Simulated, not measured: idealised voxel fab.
process module | voxel transistor to metal
cross-section cut | 210 nm wide | cells 5 nm
A cross-section is a grid of square cells, given in bands from the top down. A band is one or more rows of cells.
Each band's line starts with the height of the band's top and of its bottom, in nm. Then come its materials from left to right, each with its width in nm. One material with "throughout" fills the band from edge to edge. "air" is empty space.
Height 0 is the level under which the wafer as received is all one material. The lowest band goes on downwards, as in "0 down".
A width such as "30 to 40" changes by the same amount from each row of cells to the next, from the band's top row to its bottom row.
"no change" after a step means that no cell of the cross-section changed.
closed voids: empty space of 8 cells or more with no open way to the top, each as width x height at its distance from the left edge, in nm
after a step's settings: what the simulator itself notes on the step
overlay nm, on a step with a mask: how far to the right of its planned place the mask lay; to the left if negative
plan
1 op RECEIVE | material Si
2 op CONFORMAL_DEP | material SiO2 | thk nm 5
3 op CONFORMAL_DEP | material SiN | thk nm 15
4 op DIRECTIONAL_DEP | material aC | thk nm 10
5 op PATTERN | tone cover | mask id ACTIVE | material resist | width nm 105 | thk nm 30 | overlay nm 0
6 op DIRECTIONAL_ETCH | etch materials aC | depth nm 10
7 op STRIP | etch materials resist
8 op DIRECTIONAL_ETCH | etch materials SiN | depth nm 15
9 op DIRECTIONAL_ETCH | etch materials SiO2 | depth nm 5
10 op DIRECTIONAL_ETCH | etch materials Si | depth nm 25
11 op STRIP | etch materials aC
12 op OXIDIZE | depth nm 5
13 op FILL_DEP | material SiO2 | thk nm 5
14 op CMP | height nm 20
15 op SELECTIVE_ETCH | etch materials SiO2 | depth nm 10
16 op STRIP | etch materials SiN
17 op SELECTIVE_ETCH | etch materials SiO2 | depth nm 5
18 op OXIDIZE | depth nm 5
19 op DIRECTIONAL_DEP | material polySi | thk nm 30
20 op DIRECTIONAL_DEP | material SiCN | thk nm 15
21 op MASKED_ETCH | tone cover | mask id GATE | width nm 25 | etch materials SiCN | depth nm 25 | overlay nm 0
22 op MASKED_ETCH | tone cover | mask id GATE | width nm 25 | etch materials polySi | depth nm 40 | overlay nm 0
23 op CONFORMAL_DEP | material SiO2 | thk nm 5
24 op DIRECTIONAL_ETCH | etch materials SiO2 | depth nm 5
25 op CONFORMAL_DEP | material SiN | thk nm 5
26 op DIRECTIONAL_ETCH | etch materials SiN | depth nm 5
27 op DIRECTIONAL_ETCH | etch materials SiO2 | depth nm 5
28 op DIRECTIONAL_ETCH | etch materials Si | depth nm 5
29 op EPI | material SiGe | thk nm 5
30 op FILL_DEP | material SiO2 | thk nm 5
31 op CMP | height nm 30
32 op STRIP | etch materials polySi
33 op SELECTIVE_ETCH | etch materials SiO2 | depth nm 5
34 op CONFORMAL_DEP | material HfO2 | thk nm 5
35 op CONFORMAL_DEP | material TiN | thk nm 5
36 op FILL_DEP | material W | thk nm 10
37 op CMP | height nm 25
38 op DIRECTIONAL_DEP | material SiO2 | thk nm 15
39 op DIRECTIONAL_DEP | material aC | thk nm 15
40 op PATTERN | tone open | mask id CONTACT | material resist | width nm 20 | pitch nm 75 | thk nm 30 | overlay nm 0
41 op DIRECTIONAL_ETCH | etch materials aC | depth nm 15
42 op STRIP | etch materials resist
43 op DIRECTIONAL_ETCH | etch materials SiO2 | depth nm 45
44 op STRIP | etch materials aC
45 op CONFORMAL_DEP | material TiN | thk nm 5
46 op FILL_DEP | material W | thk nm 5
47 op CMP | height nm 40
48 op CONFORMAL_DEP | material SiN | thk nm 5
49 op DIRECTIONAL_DEP | material SiO2 | thk nm 15
50 op MASKED_ETCH | tone open | mask id METAL_1 | width nm 20 | pitch nm 75 | etch materials SiO2 | depth nm 15 | overlay nm 0
51 op MASKED_ETCH | tone open | mask id METAL_1 | width nm 20 | pitch nm 75 | etch materials SiN | depth nm 5 | overlay nm 0
52 op CONFORMAL_DEP | material TiN | thk nm 5
53 op FILL_DEP | material Cu | thk nm 5
54 op CMP | height nm 60
55 op EPI | material Ru | thk nm 5
56 op FILL_DEP | material SiCN | thk nm 5
first wafer, as planned
as received, after step 1
  0 down: Si throughout
  closed voids: none
after step 2
  5 to 0: SiO2 throughout
  below 0: unchanged
after step 3
  20 to 5: SiN throughout
  below 5: unchanged
after step 4
  30 to 20: aC throughout
  below 20: unchanged
after step 5
  60 to 30: air 50 | resist 105 | air 55
  below 30: unchanged
after step 6
  50 to 30: air 50 | resist 105 | air 55
  30 to 20: air 50 | aC 105 | air 55
  below 20: unchanged
after step 7
  30 to 20: air 50 | aC 105 | air 55
  below 20: unchanged
after step 8
  30 to 20: air 50 | aC 105 | air 55
  20 to 5: air 50 | SiN 105 | air 55
  below 5: unchanged
after step 9
  30 to 20: air 50 | aC 105 | air 55
  20 to 5: air 50 | SiN 105 | air 55
  5 to 0: air 50 | SiO2 105 | air 55
  below 0: unchanged
after step 10
  30 to 20: air 50 | aC 105 | air 55
  20 to 5: air 50 | SiN 105 | air 55
  5 to 0: air 50 | SiO2 105 | air 55
  0 to -25: air 50 | Si 105 | air 55
  below -25: unchanged
after step 11
  20 to 5: air 50 | SiN 105 | air 55
  below 5: unchanged
after step 12
  20 to 5: air 50 | SiN 105 | air 55
  5 to 0: air 50 | SiO2 105 | air 55
  0 to -25: air 50 | SiO2 5 | Si 95 | SiO2 5 | air 55
  -25 to -30: SiO2 55 | Si 95 | SiO2 60
  below -30: unchanged
after step 13
  25 to 20: SiO2 throughout
  20 to 5: SiO2 50 | SiN 105 | SiO2 55
  5 to 0: SiO2 throughout
  0 to -30: SiO2 55 | Si 95 | SiO2 60
  below -30: unchanged
after step 14
  20 to 5: SiO2 50 | SiN 105 | SiO2 55
  below 5: unchanged
after step 15
  20 to 10: air 50 | SiN 105 | air 55
  below 10: unchanged
after step 16
  10 to 5: SiO2 50 | air 105 | SiO2 55
  below 5: unchanged
after step 17
  5 to 0: SiO2 45 | air 115 | SiO2 50
  below 0: unchanged
after step 18
  5 to 0: SiO2 45 | air 115 | SiO2 50
  0 to -5: SiO2 throughout
  below -5: unchanged
after step 19
  35 to 30: polySi 45 | air 115 | polySi 50
  30 to 5: polySi throughout
  5 to 0: SiO2 45 | polySi 115 | SiO2 50
  below 0: unchanged
after step 20
  50 to 45: SiCN 45 | air 115 | SiCN 50
  45 to 35: SiCN throughout
  35 to 30: polySi 45 | SiCN 115 | polySi 50
  below 30: unchanged
after step 21
  45 to 35: air 90 | SiCN 25 | air 95
  35 to 30: polySi 45 | air 45 | SiCN 25 | air 45 | polySi 50
  below 30: unchanged
after step 22
  45 to 30: air 90 | SiCN 25 | air 95
  30 to 5: air 90 | polySi 25 | air 95
  5 to 0: SiO2 45 | air 45 | polySi 25 | air 45 | SiO2 50
  below 0: unchanged
after step 23
  50 to 45: air 85 | SiO2 35 | air 90
  45 to 30: air 85 | SiO2 5 | SiCN 25 | SiO2 5 | air 90
  30 to 10: air 85 | SiO2 5 | polySi 25 | SiO2 5 | air 90
  10 to 5: SiO2 50 | air 35 | SiO2 5 | polySi 25 | SiO2 5 | air 35 | SiO2 55
  5 to 0: SiO2 90 | polySi 25 | SiO2 95
  below 0: unchanged
after step 24
  45 to 30: air 85 | SiO2 5 | SiCN 25 | SiO2 5 | air 90
  30 to 5: air 85 | SiO2 5 | polySi 25 | SiO2 5 | air 90
  5 to 0: SiO2 50 | air 35 | SiO2 5 | polySi 25 | SiO2 5 | air 35 | SiO2 55
  below 0: unchanged
after step 25
  50 to 45: air 80 | SiN 45 | air 85
  45 to 30: air 80 | SiN 5 | SiO2 5 | SiCN 25 | SiO2 5 | SiN 5 | air 85
  30 to 10: air 80 | SiN 5 | SiO2 5 | polySi 25 | SiO2 5 | SiN 5 | air 85
  10 to 5: SiN 55 | air 25 | SiN 5 | SiO2 5 | polySi 25 | SiO2 5 | SiN 5 | air 25 | SiN 60
  5 to 0: SiO2 50 | SiN 35 | SiO2 5 | polySi 25 | SiO2 5 | SiN 35 | SiO2 55
  below 0: unchanged
after step 26
  45 to 30: air 80 | SiN 5 | SiO2 5 | SiCN 25 | SiO2 5 | SiN 5 | air 85
  30 to 5: air 80 | SiN 5 | SiO2 5 | polySi 25 | SiO2 5 | SiN 5 | air 85
  5 to 0: SiO2 50 | SiN 5 | air 25 | SiN 5 | SiO2 5 | polySi 25 | SiO2 5 | SiN 5 | air 25 | SiN 5 | SiO2 55
  below 0: unchanged
after step 27
  45 to 40: air 80 | SiN 5 | air 5 | SiCN 25 | air 5 | SiN 5 | air 85
  40 to 30: air 80 | SiN 5 | SiO2 5 | SiCN 25 | SiO2 5 | SiN 5 | air 85
  30 to 5: air 80 | SiN 5 | SiO2 5 | polySi 25 | SiO2 5 | SiN 5 | air 85
  5 to 0: air 50 | SiN 5 | air 25 | SiN 5 | SiO2 5 | polySi 25 | SiO2 5 | SiN 5 | air 25 | SiN 5 | air 55
  0 to -5: SiO2 55 | air 25 | SiO2 45 | air 25 | SiO2 60
  below -5: unchanged
after step 28
  45 to 40: air 80 | SiN 5 | air 5 | SiCN 25 | air 5 | SiN 5 | air 85
  40 to 30: air 80 | SiN 5 | SiO2 5 | SiCN 25 | SiO2 5 | SiN 5 | air 85
  30 to 5: air 80 | SiN 5 | SiO2 5 | polySi 25 | SiO2 5 | SiN 5 | air 85
  5 to 0: air 50 | SiN 5 | air 25 | SiN 5 | SiO2 5 | polySi 25 | SiO2 5 | SiN 5 | air 25 | SiN 5 | air 55
  0 to -5: SiO2 55 | air 25 | SiO2 45 | air 25 | SiO2 60
  -5 to -10: SiO2 55 | air 25 | Si 45 | air 25 | SiO2 60
  below -10: unchanged
after step 29
  45 to 40: air 80 | SiN 5 | air 5 | SiCN 25 | air 5 | SiN 5 | air 85
  40 to 30: air 80 | SiN 5 | SiO2 5 | SiCN 25 | SiO2 5 | SiN 5 | air 85
  30 to 5: air 80 | SiN 5 | SiO2 5 | polySi 25 | SiO2 5 | SiN 5 | air 85
  5 to 0: air 50 | SiN 5 | air 25 | SiN 5 | SiO2 5 | polySi 25 | SiO2 5 | SiN 5 | air 25 | SiN 5 | air 55
  0 to -5: SiO2 55 | air 20 | SiGe 5 | SiO2 45 | SiGe 5 | air 20 | SiO2 60
  -5 to -10: SiO2 55 | SiGe 25 | Si 45 | SiGe 25 | SiO2 60
  below -10: unchanged
after step 30
  50 to 45: SiO2 throughout
  45 to 30: SiO2 80 | SiN 5 | SiO2 5 | SiCN 25 | SiO2 5 | SiN 5 | SiO2 85
  30 to 5: SiO2 80 | SiN 5 | SiO2 5 | polySi 25 | SiO2 5 | SiN 5 | SiO2 85
  5 to 0: SiO2 50 | SiN 5 | SiO2 25 | SiN 5 | SiO2 5 | polySi 25 | SiO2 5 | SiN 5 | SiO2 25 | SiN 5 | SiO2 55
  0 to -5: SiO2 75 | SiGe 5 | SiO2 45 | SiGe 5 | SiO2 80
  below -5: unchanged
after step 31
  30 to 5: SiO2 80 | SiN 5 | SiO2 5 | polySi 25 | SiO2 5 | SiN 5 | SiO2 85
  below 5: unchanged
after step 32
  30 to 5: SiO2 80 | SiN 5 | SiO2 5 | air 25 | SiO2 5 | SiN 5 | SiO2 85
  5 to 0: SiO2 50 | SiN 5 | SiO2 25 | SiN 5 | SiO2 5 | air 25 | SiO2 5 | SiN 5 | SiO2 25 | SiN 5 | SiO2 55
  below 0: unchanged
after step 33
  30 to 25: air 80 | SiN 5 | air 35 | SiN 5 | air 85
  25 to 5: SiO2 80 | SiN 5 | air 35 | SiN 5 | SiO2 85
  5 to 0: SiO2 50 | SiN 5 | SiO2 25 | SiN 5 | air 35 | SiN 5 | SiO2 25 | SiN 5 | SiO2 55
  0 to -5: SiO2 75 | SiGe 5 | SiO2 5 | air 35 | SiO2 5 | SiGe 5 | SiO2 80
  below -5: unchanged
after step 34
  35 to 30: air 75 | HfO2 15 | air 25 | HfO2 15 | air 80
  30 to 25: HfO2 80 | SiN 5 | HfO2 5 | air 25 | HfO2 5 | SiN 5 | HfO2 85
  25 to 5: SiO2 80 | SiN 5 | HfO2 5 | air 25 | HfO2 5 | SiN 5 | SiO2 85
  5 to 0: SiO2 50 | SiN 5 | SiO2 25 | SiN 5 | HfO2 5 | air 25 | HfO2 5 | SiN 5 | SiO2 25 | SiN 5 | SiO2 55
  0 to -5: SiO2 75 | SiGe 5 | SiO2 5 | HfO2 35 | SiO2 5 | SiGe 5 | SiO2 80
  below -5: unchanged
after step 35
  40 to 35: air 70 | TiN 25 | air 15 | TiN 25 | air 75
  35 to 30: TiN 75 | HfO2 15 | TiN 5 | air 15 | TiN 5 | HfO2 15 | TiN 80
  30 to 25: HfO2 80 | SiN 5 | HfO2 5 | TiN 5 | air 15 | TiN 5 | HfO2 5 | SiN 5 | HfO2 85
  25 to 5: SiO2 80 | SiN 5 | HfO2 5 | TiN 5 | air 15 | TiN 5 | HfO2 5 | SiN 5 | SiO2 85
  5 to 0: SiO2 50 | SiN 5 | SiO2 25 | SiN 5 | HfO2 5 | TiN 25 | HfO2 5 | SiN 5 | SiO2 25 | SiN 5 | SiO2 55
  below 0: unchanged
after step 36
  50 to 40: W throughout
  40 to 35: W 70 | TiN 25 | W 15 | TiN 25 | W 75
  35 to 30: TiN 75 | HfO2 15 | TiN 5 | W 15 | TiN 5 | HfO2 15 | TiN 80
  30 to 25: HfO2 80 | SiN 5 | HfO2 5 | TiN 5 | W 15 | TiN 5 | HfO2 5 | SiN 5 | HfO2 85
  25 to 5: SiO2 80 | SiN 5 | HfO2 5 | TiN 5 | W 15 | TiN 5 | HfO2 5 | SiN 5 | SiO2 85
  below 5: unchanged
after step 37
  25 to 5: SiO2 80 | SiN 5 | HfO2 5 | TiN 5 | W 15 | TiN 5 | HfO2 5 | SiN 5 | SiO2 85
  below 5: unchanged
after step 38
  40 to 25: SiO2 throughout
  below 25: unchanged
after step 39
  55 to 40: aC throughout
  below 40: unchanged
after step 40
  85 to 55: resist 55 | air 20 | resist 55 | air 20 | resist 60
  below 55: unchanged
after step 41
  70 to 55: resist 55 | air 20 | resist 55 | air 20 | resist 60
  55 to 40: aC 55 | air 20 | aC 55 | air 20 | aC 60
  below 40: unchanged
after step 42
  55 to 40: aC 55 | air 20 | aC 55 | air 20 | aC 60
  below 40: unchanged
after step 43
  55 to 40: aC 55 | air 20 | aC 55 | air 20 | aC 60
  40 to 25: SiO2 55 | air 20 | SiO2 55 | air 20 | SiO2 60
  25 to 5: SiO2 55 | air 20 | SiO2 5 | SiN 5 | HfO2 5 | TiN 5 | W 15 | TiN 5 | HfO2 5 | SiN 5 | SiO2 5 | air 20 | SiO2 60
  5 to 0: SiO2 50 | SiN 5 | air 20 | SiO2 5 | SiN 5 | HfO2 5 | TiN 25 | HfO2 5 | SiN 5 | SiO2 5 | air 20 | SiN 5 | SiO2 55
  0 to -5: SiO2 55 | air 20 | SiGe 5 | SiO2 5 | HfO2 35 | SiO2 5 | SiGe 5 | air 20 | SiO2 60
  below -5: unchanged
after step 44
  40 to 25: SiO2 55 | air 20 | SiO2 55 | air 20 | SiO2 60
  below 25: unchanged
after step 45
  45 to 40: TiN 60 | air 10 | TiN 65 | air 10 | TiN 65
  40 to 25: SiO2 55 | TiN 5 | air 10 | TiN 5 | SiO2 55 | TiN 5 | air 10 | TiN 5 | SiO2 60
  25 to 5: SiO2 55 | TiN 5 | air 10 | TiN 5 | SiO2 5 | SiN 5 | HfO2 5 | TiN 5 | W 15 | TiN 5 | HfO2 5 | SiN 5 | SiO2 5 | TiN 5 | air 10 | TiN 5 | SiO2 60
  5 to 0: SiO2 50 | SiN 5 | TiN 5 | air 10 | TiN 5 | SiO2 5 | SiN 5 | HfO2 5 | TiN 25 | HfO2 5 | SiN 5 | SiO2 5 | TiN 5 | air 10 | TiN 5 | SiN 5 | SiO2 55
  0 to -5: SiO2 55 | TiN 20 | SiGe 5 | SiO2 5 | HfO2 35 | SiO2 5 | SiGe 5 | TiN 20 | SiO2 60
  below -5: unchanged
after step 46
  50 to 45: W throughout
  45 to 40: TiN 60 | W 10 | TiN 65 | W 10 | TiN 65
  40 to 25: SiO2 55 | TiN 5 | W 10 | TiN 5 | SiO2 55 | TiN 5 | W 10 | TiN 5 | SiO2 60
  25 to 5: SiO2 55 | TiN 5 | W 10 | TiN 5 | SiO2 5 | SiN 5 | HfO2 5 | TiN 5 | W 15 | TiN 5 | HfO2 5 | SiN 5 | SiO2 5 | TiN 5 | W 10 | TiN 5 | SiO2 60
  5 to 0: SiO2 50 | SiN 5 | TiN 5 | W 10 | TiN 5 | SiO2 5 | SiN 5 | HfO2 5 | TiN 25 | HfO2 5 | SiN 5 | SiO2 5 | TiN 5 | W 10 | TiN 5 | SiN 5 | SiO2 55
  below 0: unchanged
after step 47
  40 to 25: SiO2 55 | TiN 5 | W 10 | TiN 5 | SiO2 55 | TiN 5 | W 10 | TiN 5 | SiO2 60
  below 25: unchanged
after step 48
  45 to 40: SiN throughout
  below 40: unchanged
after step 49
  60 to 45: SiO2 throughout
  below 45: unchanged
after step 50
  60 to 45: SiO2 55 | air 20 | SiO2 55 | air 20 | SiO2 60
  below 45: unchanged
after step 51
  60 to 45: SiO2 55 | air 20 | SiO2 55 | air 20 | SiO2 60
  45 to 40: SiN 55 | air 20 | SiN 55 | air 20 | SiN 60
  below 40: unchanged
after step 52
  65 to 60: TiN 60 | air 10 | TiN 65 | air 10 | TiN 65
  60 to 45: SiO2 55 | TiN 5 | air 10 | TiN 5 | SiO2 55 | TiN 5 | air 10 | TiN 5 | SiO2 60
  45 to 40: SiN 55 | TiN 20 | SiN 55 | TiN 20 | SiN 60
  below 40: unchanged
after step 53
  70 to 65: Cu throughout
  65 to 60: TiN 60 | Cu 10 | TiN 65 | Cu 10 | TiN 65
  60 to 45: SiO2 55 | TiN 5 | Cu 10 | TiN 5 | SiO2 55 | TiN 5 | Cu 10 | TiN 5 | SiO2 60
  below 45: unchanged
after step 54
  60 to 45: SiO2 55 | TiN 5 | Cu 10 | TiN 5 | SiO2 55 | TiN 5 | Cu 10 | TiN 5 | SiO2 60
  below 45: unchanged
after step 55
  65 to 60: air 50 | Ru 30 | air 45 | Ru 30 | air 55
  below 60: unchanged
after step 56
  70 to 65: SiCN throughout
  65 to 60: SiCN 50 | Ru 30 | SiCN 45 | Ru 30 | SiCN 55
  below 60: unchanged
second wafer: like start, like plan, one mistake. Through step 39 it matches the first wafer
when step 40 should have ended
  85 to 55: resist 45 | air 20 | resist 55 | air 20 | resist 70
  below 55: unchanged
when step 41 should have ended
  70 to 55: resist 45 | air 20 | resist 55 | air 20 | resist 70
  55 to 40: aC 45 | air 20 | aC 55 | air 20 | aC 70
  below 40: unchanged
when step 42 should have ended
  55 to 40: aC 45 | air 20 | aC 55 | air 20 | aC 70
  below 40: unchanged
when step 43 should have ended
  55 to 40: aC 45 | air 20 | aC 55 | air 20 | aC 70
  40 to 25: SiO2 45 | air 20 | SiO2 55 | air 20 | SiO2 70
  25 to 5: SiO2 45 | air 20 | SiO2 15 | SiN 5 | HfO2 5 | TiN 5 | W 15 | TiN 5 | HfO2 5 | SiN 5 | air 15 | SiO2 70
  5 to 0: SiO2 45 | air 5 | SiN 5 | air 10 | SiO2 15 | SiN 5 | HfO2 5 | TiN 25 | HfO2 5 | SiN 5 | air 15 | SiO2 10 | SiN 5 | SiO2 55
  0 to -5: SiO2 45 | air 5 | SiO2 5 | air 10 | SiO2 10 | SiGe 5 | SiO2 5 | HfO2 35 | SiO2 5 | SiGe 5 | air 10 | SiO2 70
  below -5: unchanged
when step 44 should have ended
  40 to 25: SiO2 45 | air 20 | SiO2 55 | air 20 | SiO2 70
  below 25: unchanged
when step 45 should have ended
  45 to 40: TiN 50 | air 10 | TiN 65 | air 10 | TiN 75
  40 to 30: SiO2 45 | TiN 5 | air 10 | TiN 5 | SiO2 55 | TiN 5 | air 10 | TiN 5 | SiO2 70
  30 to 25: SiO2 45 | TiN 5 | air 10 | TiN 5 | SiO2 55 | TiN 10 | air 5 | TiN 5 | SiO2 70
  25 to 10: SiO2 45 | TiN 5 | air 10 | TiN 5 | SiO2 15 | SiN 5 | HfO2 5 | TiN 5 | W 15 | TiN 5 | HfO2 5 | SiN 5 | TiN 5 | air 5 | TiN 5 | SiO2 70
  10 to 5: SiO2 45 | TiN 20 | SiO2 15 | SiN 5 | HfO2 5 | TiN 5 | W 15 | TiN 5 | HfO2 5 | SiN 5 | TiN 5 | air 5 | TiN 5 | SiO2 70
  5 to 0: SiO2 45 | TiN 5 | SiN 5 | TiN 10 | SiO2 15 | SiN 5 | HfO2 5 | TiN 25 | HfO2 5 | SiN 5 | TiN 15 | SiO2 10 | SiN 5 | SiO2 55
  0 to -5: SiO2 45 | TiN 5 | SiO2 5 | TiN 10 | SiO2 10 | SiGe 5 | SiO2 5 | HfO2 35 | SiO2 5 | SiGe 5 | TiN 10 | SiO2 70
  below -5: unchanged
when step 46 should have ended
  50 to 45: W throughout
  45 to 40: TiN 50 | W 10 | TiN 65 | W 10 | TiN 75
  40 to 30: SiO2 45 | TiN 5 | W 10 | TiN 5 | SiO2 55 | TiN 5 | W 10 | TiN 5 | SiO2 70
  30 to 25: SiO2 45 | TiN 5 | W 10 | TiN 5 | SiO2 55 | TiN 10 | W 5 | TiN 5 | SiO2 70
  25 to 10: SiO2 45 | TiN 5 | W 10 | TiN 5 | SiO2 15 | SiN 5 | HfO2 5 | TiN 5 | W 15 | TiN 5 | HfO2 5 | SiN 5 | TiN 5 | W 5 | TiN 5 | SiO2 70
  10 to 5: SiO2 45 | TiN 20 | SiO2 15 | SiN 5 | HfO2 5 | TiN 5 | W 15 | TiN 5 | HfO2 5 | SiN 5 | TiN 5 | W 5 | TiN 5 | SiO2 70
  below 5: unchanged
when step 47 should have ended
  40 to 30: SiO2 45 | TiN 5 | W 10 | TiN 5 | SiO2 55 | TiN 5 | W 10 | TiN 5 | SiO2 70
  below 30: unchanged
when step 48 should have ended
  45 to 40: SiN throughout
  below 40: unchanged
when step 49 should have ended
  60 to 45: SiO2 throughout
  below 45: unchanged
when step 50 should have ended
  60 to 45: SiO2 55 | air 20 | SiO2 55 | air 20 | SiO2 60
  below 45: unchanged
when step 51 should have ended
  60 to 45: SiO2 55 | air 20 | SiO2 55 | air 20 | SiO2 60
  45 to 40: SiN 55 | air 20 | SiN 55 | air 20 | SiN 60
  below 40: unchanged
when step 52 should have ended
  65 to 60: TiN 60 | air 10 | TiN 65 | air 10 | TiN 65
  60 to 45: SiO2 55 | TiN 5 | air 10 | TiN 5 | SiO2 55 | TiN 5 | air 10 | TiN 5 | SiO2 60
  45 to 40: SiN 55 | TiN 20 | SiN 55 | TiN 20 | SiN 60
  below 40: unchanged
when step 53 should have ended
  70 to 65: Cu throughout
  65 to 60: TiN 60 | Cu 10 | TiN 65 | Cu 10 | TiN 65
  60 to 45: SiO2 55 | TiN 5 | Cu 10 | TiN 5 | SiO2 55 | TiN 5 | Cu 10 | TiN 5 | SiO2 60
  below 45: unchanged
when step 54 should have ended
  60 to 45: SiO2 55 | TiN 5 | Cu 10 | TiN 5 | SiO2 55 | TiN 5 | Cu 10 | TiN 5 | SiO2 60
  below 45: unchanged
when step 55 should have ended
  65 to 60: air 50 | Ru 30 | air 45 | Ru 30 | air 55
  below 60: unchanged
when step 56 should have ended
  70 to 65: SiCN throughout
  65 to 60: SiCN 50 | Ru 30 | SiCN 45 | Ru 30 | SiCN 55
  below 60: unchanged
what went wrong: step 40 ran as: op PATTERN | tone open | mask id CONTACT | material resist | width nm 20 | pitch nm 75 | thk nm 30 | overlay nm -10
at the end the second wafer has, in cells: 9 more of SiO2 | 2 more of TiN | 11 fewer of W
